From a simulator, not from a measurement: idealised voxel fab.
Presented below is a process module, voxel spacer lines.
Displayed cross-section: cut, width of 195 nm, square cells sized 5 nm.
Format of a cross-section: grid, square cells. Given as bands. Order: top down. Band: one or more rows of cells. The band entry comprises the height of the band's top followed by the height of its bottom, expressed in nm, and subsequently the band's materials from left to right, each stated together with its width in nm. Where a single material is marked with the word "everywhere", that material fills the band from edge to edge. The word "air" represents empty space. All heights in this document are referenced to 0, defined as the level beneath which the wafer, as received, consists entirely of one material. The lowest band is not bounded below; it extends indefinitely downward and is written in the form "from 0 down". When a width is written as two numbers, as in "30->40", the first number is the width in the top row of cells of the band and the second is the width in its bottom row, and the width changes by the same amount from each row to the next. A step reported as "identical to before" is a step in which no cell of the cross-section changed. "Catalogued sealed voids" lists enclosed empty spaces (at least 8 cells, no open path upward to the top), each as width x height at distance from the left edge, in nm. Where a step's line continues beyond its settings, the continuation is a remark by the simulator itself on that step. "overlay nm" on a masked step: distance the mask lay right of its planned place, negative for left.
PLANNED PROCESS STEPS
| 1 | RECEIVE: material Si |
| 2 | CONFORMAL_DEP: material SiO2, thk nm 10 |
| 3 | DIRECTIONAL_DEP: material polySi, thk nm 10 |
| 4 | DIRECTIONAL_DEP: material aC, thk nm 30 |
| 5 | PATTERN: tone cover, mask id MANDREL, material resist, width nm 25, pitch nm 70, thk nm 35, overlay nm 0 |
| 6 | DIRECTIONAL_ETCH: etch materials aC, depth nm 30 |
| 7 | STRIP: etch materials resist |
| 8 | CONFORMAL_DEP: material SiN, thk nm 10 |
| 9 | DIRECTIONAL_ETCH: etch materials SiN, depth nm 10 |
| 10 | STRIP: etch materials aC |
| 11 | DIRECTIONAL_ETCH: etch materials polySi, depth nm 10 |
| 12 | STRIP: etch materials SiN |
AS-RECEIVED STATE OF THE WAFER IN CROSS-SECTION, EQUIVALENT TO POST-STEP 1
  from 0 down = Si everywhere
  Catalogued sealed voids: none
CROSS-SECTIONAL VIEW OF THE FIRST OF THE TWO WAFERS UPON COMPLETION OF THE MODULE, PROCESSED IN ACCORDANCE WITH THE PLAN
  from 20 to 10 = air 5 | polySi 10 | air 25 | polySi 10 | air 25 | polySi 10 | air 25 | polySi 10 | air 25 | polySi 10 | air 25 | polySi 10 | air 5
  from 10 to 0 = SiO2 everywhere
  from 0 down = Si everywhere
  Catalogued sealed voids: none
CROSS-SECTION, WAFER TWO OF TWO, END OF MODULE: SAME START AND PLAN AS WAFER ONE, ONE ERROR IN EXECUTION
  from 20 to 10 = air 10 | polySi 10 | air 15 | polySi 10 | air 35 | polySi 10 | air 15 | polySi 10 | air 35 | polySi 10 | air 15 | polySi 10 | air 10
  from 10 to 0 = SiO2 everywhere
  from 0 down = Si everywhere
  Catalogued sealed voids: none
Heads up, the wafer didn't run the way we planned it: off-plan run, step 5, actual operation and settings PATTERN: tone cover, mask id MANDREL, material resist, width nm 15, pitch nm 70, thk nm 35, overlay nm 0
at the end the second wafer has, in cells: as many of each material as the first, in other places
